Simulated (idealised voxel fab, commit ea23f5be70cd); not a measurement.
process module | voxel self aligned contacts
cross-section cut | 265 nm wide | cells 5 nm
A cross-section is a grid of square cells, given in bands from the top down. A band is one or more rows of cells.
Each band's line starts with the height of the band's top and of its bottom, in nm. Then come its materials from left to right, each with its width in nm. One material with "throughout" fills the band from edge to edge. "air" is empty space.
Height 0 is the level under which the wafer as received is all one material. The lowest band goes on downwards, as in "0 down".
A width such as "30 to 40" changes by the same amount from each row of cells to the next, from the band's top row to its bottom row.
"no change" after a step means that no cell of the cross-section changed.
closed voids: empty space of 8 cells or more with no open way to the top, each as width x height at its distance from the left edge, in nm
after a step's settings: what the simulator itself notes on the step
overlay nm, on a step with a mask: how far to the right of its planned place the mask lay; to the left if negative
Each pair below shows a cross-section before one step and the cross-section after it, down to the lowest band that changed. The line under each pair gives the step between them, with its settings. The pairs can come from different runs of this module on the same starting wafer, so a pair continues from the pair above only where its "before" says so.
before
  60 to 30: air 80 | SiN 45 | air 25 | SiN 45 | air 70
  30 to 15: air 80 | SiN 10 | polySi 25 | SiN 10 | air 25 | SiN 10 | polySi 25 | SiN 10 | air 70
  15 to 5: SiN 90 | polySi 25 | SiN 45 | polySi 25 | SiN 80
  5 to 0: SiO2 throughout
  0 down: Si throughout
  closed voids: none
after
  50 to 30: air 80 | SiN 45 | air 25 | SiN 45 | air 70
  30 to 5: air 80 | SiN 10 | polySi 25 | SiN 10 | air 25 | SiN 10 | polySi 25 | SiN 10 | air 70
  below 5: unchanged
  closed voids: none
the step between: op DIRECTIONAL_ETCH | etch materials SiN | depth nm 10
before: the cross-section after the pair above
after
  65 to 50: SiO2 throughout
  50 to 30: SiO2 80 | SiN 45 | SiO2 25 | SiN 45 | SiO2 70
  30 to 5: SiO2 80 | SiN 10 | polySi 25 | SiN 10 | SiO2 25 | SiN 10 | polySi 25 | SiN 10 | SiO2 70
  below 5: unchanged
  closed voids: none
the step between: op FILL_DEP | material SiO2 | thk nm 15
before: the cross-section after the pair above
after
  55 to 50: SiO2 throughout
  below 50: unchanged
  closed voids: none
the step between: op CMP | height nm 55
before: the cross-section after the pair above
after
  70 to 55: aC throughout
  below 55: unchanged
  closed voids: none
the step between: op DIRECTIONAL_DEP | material aC | thk nm 15
before: the cross-section after the pair above
after
  105 to 70: resist 105 | air 55 | resist 105
  below 70: unchanged
  closed voids: none
the step between: op PATTERN | tone open | mask id CONTACT | material resist | width nm 55 | thk nm 35 | overlay nm 0
before: the cross-section after the pair above
after
  90 to 70: resist 105 | air 55 | resist 105
  70 to 55: aC 105 | air 55 | aC 105
  below 55: unchanged
  closed voids: none
the step between: op DIRECTIONAL_ETCH | etch materials aC | depth nm 15
before: the cross-section after the pair above
after
  70 to 55: aC 105 | air 55 | aC 105
  below 55: unchanged
  closed voids: none
the step between: op STRIP | etch materials resist
before: the cross-section after the pair above
after
  70 to 55: aC 105 | air 55 | aC 105
  55 to 50: SiO2 105 | air 55 | SiO2 105
  50 to 30: SiO2 80 | SiN 45 | air 25 | SiN 45 | SiO2 70
  30 to 5: SiO2 80 | SiN 10 | polySi 25 | SiN 10 | air 25 | SiN 10 | polySi 25 | SiN 10 | SiO2 70
  5 to 0: SiO2 125 | air 25 | SiO2 115
  below 0: unchanged
  closed voids: none
the step between: op DIRECTIONAL_ETCH | etch materials SiO2 | depth nm 55
before: the cross-section after the pair above
after
  55 to 50: SiO2 105 | air 55 | SiO2 105
  below 50: unchanged
  closed voids: none
the step between: op STRIP | etch materials aC
before: the cross-section after the pair above
after
  60 to 55: TiN 110 | air 45 | TiN 110
  55 to 50: SiO2 105 | TiN 25 | air 15 | TiN 15 | SiO2 105
  50 to 30: SiO2 80 | SiN 45 | TiN 5 | air 15 | TiN 5 | SiN 45 | SiO2 70
  30 to 5: SiO2 80 | SiN 10 | polySi 25 | SiN 10 | TiN 5 | air 15 | TiN 5 | SiN 10 | polySi 25 | SiN 10 | SiO2 70
  5 to 0: SiO2 125 | TiN 25 | SiO2 115
  below 0: unchanged
  closed voids: none
the step between: op CONFORMAL_DEP | material TiN | thk nm 5
before: the cross-section after the pair above
after
  70 to 60: Ru throughout
  60 to 55: TiN 110 | Ru 45 | TiN 110
  55 to 50: SiO2 105 | TiN 25 | Ru 15 | TiN 15 | SiO2 105
  50 to 30: SiO2 80 | SiN 45 | TiN 5 | Ru 15 | TiN 5 | SiN 45 | SiO2 70
  30 to 5: SiO2 80 | SiN 10 | polySi 25 | SiN 10 | TiN 5 | Ru 15 | TiN 5 | SiN 10 | polySi 25 | SiN 10 | SiO2 70
  below 5: unchanged
  closed voids: none
the step between: op FILL_DEP | material Ru | thk nm 10
before: the cross-section after the pair above
after
  55 to 50: SiO2 105 | TiN 25 | Ru 15 | TiN 15 | SiO2 105
  below 50: unchanged
  closed voids: none
the step between: op CMP | height nm 55
before: the cross-section after the pair above
after
  60 to 55: SiN throughout
  below 55: unchanged
  closed voids: none
the step between: op CONFORMAL_DEP | material SiN | thk nm 5
before
  0 down: Si throughout
  closed voids: none
after
  5 to 0: TiN throughout
  below 0: unchanged
  closed voids: none
the step between: op CONFORMAL_DEP | material TiN | thk nm 5
before: the cross-section after the pair above
after
  30 to 5: polySi throughout
  below 5: unchanged
  closed voids: none
the step between: op DIRECTIONAL_DEP | material polySi | thk nm 25
before: the cross-section after the pair above
after
  50 to 30: SiN throughout
  below 30: unchanged
  closed voids: none
the step between: op DIRECTIONAL_DEP | material SiN | thk nm 20
before: the cross-section after the pair above
after
  60 to 50: aC throughout
  below 50: unchanged
  closed voids: none
the step between: op DIRECTIONAL_DEP | material aC | thk nm 10
before: the cross-section after the pair above
after
  90 to 60: air 85 | resist 25 | air 45 | resist 25 | air 85
  below 60: unchanged
  closed voids: none
the step between: op PATTERN | tone cover | mask id GATE | material resist | width nm 25 | pitch nm 70 | thk nm 30 | overlay nm 0
before: the cross-section after the pair above
after
  80 to 60: air 85 | resist 25 | air 45 | resist 25 | air 85
  60 to 50: air 85 | aC 25 | air 45 | aC 25 | air 85
  below 50: unchanged
  closed voids: none
the step between: op DIRECTIONAL_ETCH | etch materials aC | depth nm 10
before: the cross-section after the pair above
after
  60 to 50: air 85 | aC 25 | air 45 | aC 25 | air 85
  below 50: unchanged
  closed voids: none
the step between: op STRIP | etch materials resist
before: the cross-section after the pair above
after
  60 to 50: air 85 | aC 25 | air 45 | aC 25 | air 85
  50 to 30: air 85 | SiN 25 | air 45 | SiN 25 | air 85
  below 30: unchanged
  closed voids: none
the step between: op DIRECTIONAL_ETCH | etch materials SiN | depth nm 20
before: the cross-section after the pair above
after
  60 to 50: air 85 | aC 25 | air 45 | aC 25 | air 85
  50 to 30: air 85 | SiN 25 | air 45 | SiN 25 | air 85
  30 to 5: air 85 | polySi 25 | air 45 | polySi 25 | air 85
  below 5: unchanged
  closed voids: none
the step between: op DIRECTIONAL_ETCH | etch materials polySi | depth nm 25
before: the cross-section after the pair above
after
  50 to 30: air 85 | SiN 25 | air 45 | SiN 25 | air 85
  below 30: unchanged
  closed voids: none
the step between: op STRIP | etch materials aC
before: the cross-section after the pair above
after
  60 to 30: air 75 | SiN 45 | air 25 | SiN 45 | air 75
  30 to 15: air 75 | SiN 10 | polySi 25 | SiN 10 | air 25 | SiN 10 | polySi 25 | SiN 10 | air 75
  15 to 5: SiN 85 | polySi 25 | SiN 45 | polySi 25 | SiN 85
  below 5: unchanged
  closed voids: none
the step between: op CONFORMAL_DEP | material SiN | thk nm 10
before: the cross-section after the pair above
after
  50 to 30: air 75 | SiN 45 | air 25 | SiN 45 | air 75
  30 to 5: air 75 | SiN 10 | polySi 25 | SiN 10 | air 25 | SiN 10 | polySi 25 | SiN 10 | air 75
  below 5: unchanged
  closed voids: none
the step between: op DIRECTIONAL_ETCH | etch materials SiN | depth nm 10
before: the cross-section after the pair above
after
  65 to 50: SiO2 throughout
  50 to 30: SiO2 75 | SiN 45 | SiO2 25 | SiN 45 | SiO2 75
  30 to 5: SiO2 75 | SiN 10 | polySi 25 | SiN 10 | SiO2 25 | SiN 10 | polySi 25 | SiN 10 | SiO2 75
  below 5: unchanged
  closed voids: none
the step between: op FILL_DEP | material SiO2 | thk nm 15
before: the cross-section after the pair above
after
  55 to 50: SiO2 throughout
  below 50: unchanged
  closed voids: none
the step between: op CMP | height nm 55
before: the cross-section after the pair above
after
  70 to 55: aC throughout
  below 55: unchanged
  closed voids: none
the step between: op DIRECTIONAL_DEP | material aC | thk nm 15
before: the cross-section after the pair above
after
  105 to 70: resist 105 | air 55 | resist 105
  below 70: unchanged
  closed voids: none
the step between: op PATTERN | tone open | mask id CONTACT | material resist | width nm 55 | thk nm 35 | overlay nm 0
before: the cross-section after the pair above
after
  90 to 70: resist 105 | air 55 | resist 105
  70 to 55: aC 105 | air 55 | aC 105
  below 55: unchanged
  closed voids: none
the step between: op DIRECTIONAL_ETCH | etch materials aC | depth nm 15
before: the cross-section after the pair above
after
  70 to 55: aC 105 | air 55 | aC 105
  below 55: unchanged
  closed voids: none
the step between: op STRIP | etch materials resist
before: the cross-section after the pair above
after
  70 to 55: aC 105 | air 55 | aC 105
  55 to 50: SiO2 105 | air 55 | SiO2 105
  50 to 30: SiO2 75 | SiN 45 | air 25 | SiN 45 | SiO2 75
  30 to 5: SiO2 75 | SiN 10 | polySi 25 | SiN 10 | air 25 | SiN 10 | polySi 25 | SiN 10 | SiO2 75
  below 5: unchanged
  closed voids: none
the step between: op DIRECTIONAL_ETCH | etch materials SiO2 | depth nm 55
before: the cross-section after the pair above
after
  55 to 50: SiO2 105 | air 55 | SiO2 105
  below 50: unchanged
  closed voids: none
the step between: op STRIP | etch materials aC
before: the cross-section after the pair above
after
  60 to 55: TiN 110 | air 45 | TiN 110
  55 to 50: SiO2 105 | TiN 20 | air 15 | TiN 20 | SiO2 105
  50 to 30: SiO2 75 | SiN 45 | TiN 5 | air 15 | TiN 5 | SiN 45 | SiO2 75
  30 to 10: SiO2 75 | SiN 10 | polySi 25 | SiN 10 | TiN 5 | air 15 | TiN 5 | SiN 10 | polySi 25 | SiN 10 | SiO2 75
  10 to 5: SiO2 75 | SiN 10 | polySi 25 | SiN 10 | TiN 25 | SiN 10 | polySi 25 | SiN 10 | SiO2 75
  below 5: unchanged
  closed voids: none
the step between: op CONFORMAL_DEP | material TiN | thk nm 5
before: the cross-section after the pair above
after
  70 to 60: Ru throughout
  60 to 55: TiN 110 | Ru 45 | TiN 110
  55 to 50: SiO2 105 | TiN 20 | Ru 15 | TiN 20 | SiO2 105
  50 to 30: SiO2 75 | SiN 45 | TiN 5 | Ru 15 | TiN 5 | SiN 45 | SiO2 75
  30 to 10: SiO2 75 | SiN 10 | polySi 25 | SiN 10 | TiN 5 | Ru 15 | TiN 5 | SiN 10 | polySi 25 | SiN 10 | SiO2 75
  below 10: unchanged
  closed voids: none
the step between: op FILL_DEP | material Ru | thk nm 10
before: the cross-section after the pair above
after
  55 to 50: SiO2 105 | TiN 20 | Ru 15 | TiN 20 | SiO2 105
  below 50: unchanged
  closed voids: none
the step between: op CMP | height nm 55
before: the cross-section after the pair above
after
  60 to 55: SiN throughout
  below 55: unchanged
  closed voids: none
the step between: op CONFORMAL_DEP | material SiN | thk nm 5
before
  70 to 55: aC throughout
  55 to 50: SiO2 throughout
  50 to 30: SiO2 75 | SiN 45 | SiO2 25 | SiN 45 | SiO2 75
  30 to 5: SiO2 75 | SiN 10 | polySi 25 | SiN 10 | SiO2 25 | SiN 10 | polySi 25 | SiN 10 | SiO2 75
  5 to 0: SiO2 throughout
  0 down: Si throughout
  closed voids: none
after
  105 to 70: air 105 | resist 55 | air 105
  below 70: unchanged
  closed voids: none
the step between: op PATTERN | tone cover | mask id CONTACT | material resist | width nm 55 | thk nm 35 | overlay nm 0
before: the cross-section after the pair above
after
  90 to 70: air 105 | resist 55 | air 105
  70 to 55: air 105 | aC 55 | air 105
  below 55: unchanged
  closed voids: none
the step between: op DIRECTIONAL_ETCH | etch materials aC | depth nm 15
before: the cross-section after the pair above
after
  70 to 55: air 105 | aC 55 | air 105
  below 55: unchanged
  closed voids: none
the step between: op STRIP | etch materials resist
before: the cross-section after the pair above
after
  70 to 55: air 105 | aC 55 | air 105
  55 to 50: air 105 | SiO2 55 | air 105
  50 to 30: air 75 | SiN 45 | SiO2 25 | SiN 45 | air 75
  30 to 5: air 75 | SiN 10 | polySi 25 | SiN 10 | SiO2 25 | SiN 10 | polySi 25 | SiN 10 | air 75
  5 to 0: air 75 | SiO2 115 | air 75
  below 0: unchanged
  closed voids: none
the step between: op DIRECTIONAL_ETCH | etch materials SiO2 | depth nm 55
before: the cross-section after the pair above
after
  55 to 50: air 105 | SiO2 55 | air 105
  below 50: unchanged
  closed voids: none
the step between: op STRIP | etch materials aC
before: the cross-section after the pair above
after
  60 to 55: air 100 | TiN 65 | air 100
  55 to 50: air 70 | TiN 35 | SiO2 55 | TiN 35 | air 70
  50 to 30: air 70 | TiN 5 | SiN 45 | SiO2 25 | SiN 45 | TiN 5 | air 70
  30 to 5: air 70 | TiN 5 | SiN 10 | polySi 25 | SiN 10 | SiO2 25 | SiN 10 | polySi 25 | SiN 10 | TiN 5 | air 70
  5 to 0: TiN 75 | SiO2 115 | TiN 75
  below 0: unchanged
  closed voids: none
the step between: op CONFORMAL_DEP | material TiN | thk nm 5
before: the cross-section after the pair above
after
  70 to 60: Ru throughout
  60 to 55: Ru 100 | TiN 65 | Ru 100
  55 to 50: Ru 70 | TiN 35 | SiO2 55 | TiN 35 | Ru 70
  50 to 30: Ru 70 | TiN 5 | SiN 45 | SiO2 25 | SiN 45 | TiN 5 | Ru 70
  30 to 5: Ru 70 | TiN 5 | SiN 10 | polySi 25 | SiN 10 | SiO2 25 | SiN 10 | polySi 25 | SiN 10 | TiN 5 | Ru 70
  below 5: unchanged
  closed voids: none
the step between: op FILL_DEP | material Ru | thk nm 10
before: the cross-section after the pair above
after
  55 to 50: Ru 70 | TiN 35 | SiO2 55 | TiN 35 | Ru 70
  below 50: unchanged
  closed voids: none
the step between: op CMP | height nm 55
before: the cross-section after the pair above
after
  60 to 55: SiN throughout
  below 55: unchanged
  closed voids: none
the step between: op CONFORMAL_DEP | material SiN | thk nm 5
